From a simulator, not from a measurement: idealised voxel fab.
The document below concerns the process module designated voxel released beams.
170 nm wide, 5 nm square cells: that's cross-section cut.
Each cross-section below is a grid of square cells, stated as bands in top-down order, with one or more rows of cells making up each band.
Per band: top height and bottom height in nm, followed by the left-to-right materials and their widths in nm; "edge to edge" marks a single material spanning edge to edge, "empty" marks empty space.
It should be noted that heights are counted from 0, beneath which the wafer as supplied is of one material throughout, and that the lowest band possesses no lower boundary but continues downward, as written in "from 0 down".
Top row gets the first number, bottom row gets the second, and each row in between changes by the same step: that is how a band width like "30->40" works.
Where a step carries "left unchanged", the cross-section came out of it unchanged, cell for cell.
"Closed void entries" means: voids of 8 cells or more that are shut off from the top with no open way through. Written width x height at distance, distance from the left edge, in nm.
It should be noted that, on the line of a given step, the content following the step's settings is a remark produced by the simulator itself with respect to that step.
Steps that use a mask can have "overlay nm" on their line. It says how far the mask sat to the right of where it was meant to be. Negative means to the left.

# Intended process steps
1,RECEIVE,material Si
2,CONFORMAL_DEP,material SiN,thk nm 10
3,DIRECTIONAL_DEP,material SiO2,thk nm 10
4,MASKED_ETCH,tone open,mask id ANCHOR,width nm 45,etch materials SiO2,depth nm 10,overlay nm 0
5,CONFORMAL_DEP,material W,thk nm 15
6,MASKED_ETCH,tone cover,mask id BEAM,width nm 105,etch materials W,depth nm 15,overlay nm 0
7,STRIP,etch materials SiO2

# First wafer of two (run as planned)

# Cross-section of the wafer at receipt, which is the condition after step 1
  from 0 down | Si edge to edge
  Closed void entries: none

# The following cross-section depicts the wafer upon completion of step 2
  from 10 to 0 | SiN edge to edge
  Everything below 0 is unchanged.

# The following cross-section depicts the wafer upon completion of step 3
  from 20 to 10 | SiO2 edge to edge
  Everything below 10 is unchanged.

# The following cross-section depicts the wafer upon completion of step 4
  from 20 to 10 | 35 of SiO2  45 of empty  90 of SiO2
  Everything below 10 is unchanged.

# The following cross-section depicts the wafer upon completion of step 5
  from 35 to 25 | 50 of W  15 of empty  105 of W
  from 25 to 20 | W edge to edge
  from 20 to 10 | 35 of SiO2  45 of W  90 of SiO2
  Everything below 10 is unchanged.

# The following cross-section depicts the wafer upon completion of step 6
  from 35 to 25 | 30 of empty  20 of W  15 of empty  70 of W  35 of empty
  from 25 to 20 | 30 of empty  105 of W  35 of empty
  Everything below 20 is unchanged.

# The following cross-section depicts the wafer upon completion of step 7
  from 35 to 25 | 30 of empty  20 of W  15 of empty  70 of W  35 of empty
  from 25 to 20 | 30 of empty  105 of W  35 of empty
  from 20 to 10 | 35 of empty  45 of W  90 of empty
  Everything below 10 is unchanged.

# Second wafer - shared start and plan with the first - one error in running - same as the first up to step 2 inclusive

Look at the second wafer in cross-section at the time step 3 ought to have finished: left unchanged

Look at the second wafer in cross-section at the time step 4 ought to have finished: left unchanged

# Look at the second wafer in cross-section at the time step 5 ought to have finished
  from 25 to 10 | W edge to edge
  Everything below 10 is unchanged.

# Look at the second wafer in cross-section at the time step 6 ought to have finished
  from 25 to 10 | 30 of empty  105 of W  35 of empty
  Everything below 10 is unchanged.

Look at the second wafer in cross-section at the time step 7 ought to have finished: left unchanged
What was the processing mistake? plan step 3 was not performed, having been skipped
Wrapping up, a cell-based count of both wafers puts the second over or under the first for these materials: W: 12 fewer
